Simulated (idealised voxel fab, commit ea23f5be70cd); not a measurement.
Module name: voxel wiring stack (process module)
Section shown: cut. Width: 290 nm. Cell size: 5 nm, square.
Heads up, the way a cross-section reads in here is a grid of square cells, handed over as bands from the top down, with every band being one or more rows of cells. Top height, bottom height, nm. Materials left to right, width each, nm. Single material + "everywhere" = fills band edge to edge. "empty" = empty. A quick word on heights: they are counted from 0, and under that level the wafer as it came to us is one material throughout. The lowest band is different from the rest in having no bottom; it simply continues downward, written as in "0 nm and below". Read "30 to 40" as a graded width: first number on top, second number at the bottom, same change between each pair of neighbouring rows. Step note "all unchanged" = no cross-section cell changed. Reported under the label "Closed internal voids" are the empty spaces having no open way to the top and comprising 8 cells or more; the notation for each is width x height at distance, in which the distance is measured from the left edge and all three values are in nm. What comes after the settings on a step's line is commentary from the simulator itself on that step. You can add "overlay nm" to a step's line. For a step with a mask, it describes how far the mask lay to the right of its planned position, and a negative number describes a lay to the left.

The process steps that were planned are listed below:
1) RECEIVE | material Si
2) CONFORMAL_DEP | material SiO2 | thk nm 10
3) DIRECTIONAL_DEP | material TiN | thk nm 5
4) DIRECTIONAL_DEP | material W | thk nm 20
5) MASKED_ETCH | tone cover | mask id METAL_1 | width nm 25 | pitch nm 45 | etch materials W | depth nm 20 | overlay nm 0
6) MASKED_ETCH | tone cover | mask id METAL_1 | width nm 25 | pitch nm 45 | etch materials TiN | depth nm 5 | overlay nm 0
7) FILL_DEP | material lowk | thk nm 5
8) CMP | height nm 35
9) CONFORMAL_DEP | material SiCN | thk nm 5
10) DIRECTIONAL_DEP | material lowk | thk nm 30
11) DIRECTIONAL_DEP | material aC | thk nm 10
12) PATTERN | tone open | mask id METAL_2_HOLES | material resist | width nm 15 | thk nm 30 | overlay nm 0
13) DIRECTIONAL_ETCH | etch materials aC | depth nm 10
14) STRIP | etch materials resist
15) DIRECTIONAL_ETCH | etch materials lowk | depth nm 30
16) STRIP | etch materials aC
17) MASKED_ETCH | tone open | mask id METAL_2 | width nm 25 | pitch nm 45 | etch materials lowk | depth nm 15 | overlay nm 0
18) MASKED_ETCH | tone open | mask id METAL_2 | width nm 25 | pitch nm 45 | etch materials SiCN | depth nm 5 | overlay nm 0
19) CONFORMAL_DEP | material TiN | thk nm 5
20) FILL_DEP | material Ru | thk nm 10
21) CMP | height nm 70
22) CONFORMAL_DEP | material SiN | thk nm 5

First of two wafers, processed according to plan:

Step 1 complete: cross-section of the wafer as received:
0 nm and below = Si everywhere
Closed internal voids: none

Take a look at the wafer's cross-section after step 2:
10 nm to 0 nm = SiO2 everywhere
For the remainder of the cross-section, below 0, there is no change.

Take a look at the wafer's cross-section after step 3:
15 nm to 10 nm = TiN everywhere
For the remainder of the cross-section, below 10, there is no change.

Take a look at the wafer's cross-section after step 4:
35 nm to 15 nm = W everywhere
For the remainder of the cross-section, below 15, there is no change.

Take a look at the wafer's cross-section after step 5:
35 nm to 15 nm = empty: 110 / W: 25 / empty: 20 / W: 25 / empty: 110
For the remainder of the cross-section, below 15, there is no change.

Take a look at the wafer's cross-section after step 6:
35 nm to 15 nm = empty: 110 / W: 25 / empty: 20 / W: 25 / empty: 110
15 nm to 10 nm = empty: 110 / TiN: 25 / empty: 20 / TiN: 25 / empty: 110
For the remainder of the cross-section, below 10, there is no change.

Take a look at the wafer's cross-section after step 7:
40 nm to 35 nm = lowk everywhere
35 nm to 15 nm = lowk: 110 / W: 25 / lowk: 20 / W: 25 / lowk: 110
15 nm to 10 nm = lowk: 110 / TiN: 25 / lowk: 20 / TiN: 25 / lowk: 110
For the remainder of the cross-section, below 10, there is no change.

Take a look at the wafer's cross-section after step 8:
35 nm to 15 nm = lowk: 110 / W: 25 / lowk: 20 / W: 25 / lowk: 110
For the remainder of the cross-section, below 15, there is no change.

Take a look at the wafer's cross-section after step 9:
40 nm to 35 nm = SiCN everywhere
For the remainder of the cross-section, below 35, there is no change.

Take a look at the wafer's cross-section after step 10:
70 nm to 40 nm = lowk everywhere
For the remainder of the cross-section, below 40, there is no change.

Take a look at the wafer's cross-section after step 11:
80 nm to 70 nm = aC everywhere
For the remainder of the cross-section, below 70, there is no change.

Take a look at the wafer's cross-section after step 12:
110 nm to 80 nm = resist: 110 / empty: 15 / resist: 165
For the remainder of the cross-section, below 80, there is no change.

Take a look at the wafer's cross-section after step 13:
100 nm to 80 nm = resist: 110 / empty: 15 / resist: 165
80 nm to 70 nm = aC: 110 / empty: 15 / aC: 165
For the remainder of the cross-section, below 70, there is no change.

Take a look at the wafer's cross-section after step 14:
80 nm to 70 nm = aC: 110 / empty: 15 / aC: 165
For the remainder of the cross-section, below 70, there is no change.

Take a look at the wafer's cross-section after step 15:
80 nm to 70 nm = aC: 110 / empty: 15 / aC: 165
70 nm to 40 nm = lowk: 110 / empty: 15 / lowk: 165
For the remainder of the cross-section, below 40, there is no change.

Take a look at the wafer's cross-section after step 16:
70 nm to 40 nm = lowk: 110 / empty: 15 / lowk: 165
For the remainder of the cross-section, below 40, there is no change.

Take a look at the wafer's cross-section after step 17:
70 nm to 55 nm = lowk: 110 / empty: 25 / lowk: 20 / empty: 25 / lowk: 110
For the remainder of the cross-section, below 55, there is no change.

Take a look at the wafer's cross-section after step 18:
70 nm to 55 nm = lowk: 110 / empty: 25 / lowk: 20 / empty: 25 / lowk: 110
55 nm to 40 nm = lowk: 110 / empty: 15 / lowk: 165
40 nm to 35 nm = SiCN: 110 / empty: 15 / SiCN: 165
For the remainder of the cross-section, below 35, there is no change.

Take a look at the wafer's cross-section after step 19:
75 nm to 70 nm = TiN: 115 / empty: 15 / TiN: 30 / empty: 15 / TiN: 115
70 nm to 60 nm = lowk: 110 / TiN: 5 / empty: 15 / TiN: 5 / lowk: 20 / TiN: 5 / empty: 15 / TiN: 5 / lowk: 110
60 nm to 55 nm = lowk: 110 / TiN: 5 / empty: 5 / TiN: 15 / lowk: 20 / TiN: 25 / lowk: 110
55 nm to 40 nm = lowk: 110 / TiN: 5 / empty: 5 / TiN: 5 / lowk: 165
40 nm to 35 nm = SiCN: 110 / TiN: 15 / SiCN: 165
For the remainder of the cross-section, below 35, there is no change.

Take a look at the wafer's cross-section after step 20:
85 nm to 75 nm = Ru everywhere
75 nm to 70 nm = TiN: 115 / Ru: 15 / TiN: 30 / Ru: 15 / TiN: 115
70 nm to 60 nm = lowk: 110 / TiN: 5 / Ru: 15 / TiN: 5 / lowk: 20 / TiN: 5 / Ru: 15 / TiN: 5 / lowk: 110
60 nm to 55 nm = lowk: 110 / TiN: 5 / Ru: 5 / TiN: 15 / lowk: 20 / TiN: 25 / lowk: 110
55 nm to 40 nm = lowk: 110 / TiN: 5 / Ru: 5 / TiN: 5 / lowk: 165
For the remainder of the cross-section, below 40, there is no change.

Take a look at the wafer's cross-section after step 21:
70 nm to 60 nm = lowk: 110 / TiN: 5 / Ru: 15 / TiN: 5 / lowk: 20 / TiN: 5 / Ru: 15 / TiN: 5 / lowk: 110
For the remainder of the cross-section, below 60, there is no change.

Take a look at the wafer's cross-section after step 22:
75 nm to 70 nm = SiN everywhere
For the remainder of the cross-section, below 70, there is no change.

Second wafer - shared start and plan with the first - one error in running - same as the first up to step 2 inclusive:

Cross-section of the second wafer at the time by which step 3 should have been completed according to the plan:
30 nm to 10 nm = W everywhere
For the remainder of the cross-section, below 10, there is no change.

Cross-section of the second wafer at the time by which step 4 should have been completed according to the plan:
35 nm to 30 nm = TiN everywhere
For the remainder of the cross-section, below 30, there is no change.

Cross-section of the second wafer at the time by which step 5 should have been completed according to the plan: all unchanged

Cross-section of the second wafer at the time by which step 6 should have been completed according to the plan:
35 nm to 30 nm = empty: 110 / TiN: 25 / empty: 20 / TiN: 25 / empty: 110
For the remainder of the cross-section, below 30, there is no change.

Cross-section of the second wafer at the time by which step 7 should have been completed according to the plan:
40 nm to 35 nm = lowk everywhere
35 nm to 30 nm = lowk: 110 / TiN: 25 / lowk: 20 / TiN: 25 / lowk: 110
For the remainder of the cross-section, below 30, there is no change.

Cross-section of the second wafer at the time by which step 8 should have been completed according to the plan:
35 nm to 30 nm = lowk: 110 / TiN: 25 / lowk: 20 / TiN: 25 / lowk: 110
For the remainder of the cross-section, below 30, there is no change.

Cross-section of the second wafer at the time by which step 9 should have been completed according to the plan:
40 nm to 35 nm = SiCN everywhere
For the remainder of the cross-section, below 35, there is no change.

Cross-section of the second wafer at the time by which step 10 should have been completed according to the plan:
70 nm to 40 nm = lowk everywhere
For the remainder of the cross-section, below 40, there is no change.

Cross-section of the second wafer at the time by which step 11 should have been completed according to the plan:
80 nm to 70 nm = aC everywhere
For the remainder of the cross-section, below 70, there is no change.

Cross-section of the second wafer at the time by which step 12 should have been completed according to the plan:
110 nm to 80 nm = resist: 110 / empty: 15 / resist: 165
For the remainder of the cross-section, below 80, there is no change.

Cross-section of the second wafer at the time by which step 13 should have been completed according to the plan:
100 nm to 80 nm = resist: 110 / empty: 15 / resist: 165
80 nm to 70 nm = aC: 110 / empty: 15 / aC: 165
For the remainder of the cross-section, below 70, there is no change.

Cross-section of the second wafer at the time by which step 14 should have been completed according to the plan:
80 nm to 70 nm = aC: 110 / empty: 15 / aC: 165
For the remainder of the cross-section, below 70, there is no change.

Cross-section of the second wafer at the time by which step 15 should have been completed according to the plan:
80 nm to 70 nm = aC: 110 / empty: 15 / aC: 165
70 nm to 40 nm = lowk: 110 / empty: 15 / lowk: 165
For the remainder of the cross-section, below 40, there is no change.

Cross-section of the second wafer at the time by which step 16 should have been completed according to the plan:
70 nm to 40 nm = lowk: 110 / empty: 15 / lowk: 165
For the remainder of the cross-section, below 40, there is no change.

Cross-section of the second wafer at the time by which step 17 should have been completed according to the plan:
70 nm to 55 nm = lowk: 110 / empty: 25 / lowk: 20 / empty: 25 / lowk: 110
For the remainder of the cross-section, below 55, there is no change.

Cross-section of the second wafer at the time by which step 18 should have been completed according to the plan:
70 nm to 55 nm = lowk: 110 / empty: 25 / lowk: 20 / empty: 25 / lowk: 110
55 nm to 40 nm = lowk: 110 / empty: 15 / lowk: 165
40 nm to 35 nm = SiCN: 110 / empty: 15 / SiCN: 165
For the remainder of the cross-section, below 35, there is no change.

Cross-section of the second wafer at the time by which step 19 should have been completed according to the plan:
75 nm to 70 nm = TiN: 115 / empty: 15 / TiN: 30 / empty: 15 / TiN: 115
70 nm to 60 nm = lowk: 110 / TiN: 5 / empty: 15 / TiN: 5 / lowk: 20 / TiN: 5 / empty: 15 / TiN: 5 / lowk: 110
60 nm to 55 nm = lowk: 110 / TiN: 5 / empty: 5 / TiN: 15 / lowk: 20 / TiN: 25 / lowk: 110
55 nm to 40 nm = lowk: 110 / TiN: 5 / empty: 5 / TiN: 5 / lowk: 165
40 nm to 35 nm = SiCN: 110 / TiN: 15 / SiCN: 165
For the remainder of the cross-section, below 35, there is no change.

Cross-section of the second wafer at the time by which step 20 should have been completed according to the plan:
85 nm to 75 nm = Ru everywhere
75 nm to 70 nm = TiN: 115 / Ru: 15 / TiN: 30 / Ru: 15 / TiN: 115
70 nm to 60 nm = lowk: 110 / TiN: 5 / Ru: 15 / TiN: 5 / lowk: 20 / TiN: 5 / Ru: 15 / TiN: 5 / lowk: 110
60 nm to 55 nm = lowk: 110 / TiN: 5 / Ru: 5 / TiN: 15 / lowk: 20 / TiN: 25 / lowk: 110
55 nm to 40 nm = lowk: 110 / TiN: 5 / Ru: 5 / TiN: 5 / lowk: 165
For the remainder of the cross-section, below 40, there is no change.

Cross-section of the second wafer at the time by which step 21 should have been completed according to the plan:
70 nm to 60 nm = lowk: 110 / TiN: 5 / Ru: 15 / TiN: 5 / lowk: 20 / TiN: 5 / Ru: 15 / TiN: 5 / lowk: 110
For the remainder of the cross-section, below 60, there is no change.

Cross-section of the second wafer at the time by which step 22 should have been completed according to the plan:
75 nm to 70 nm = SiN everywhere
For the remainder of the cross-section, below 70, there is no change.
Here's what went sideways: steps 3 and 4 of the plan were each performed in the slot designated for the other
Bottom line after processing is that, in cells, the second wafer is up or down on some materials versus the first: 192 more of W | 192 fewer of lowk
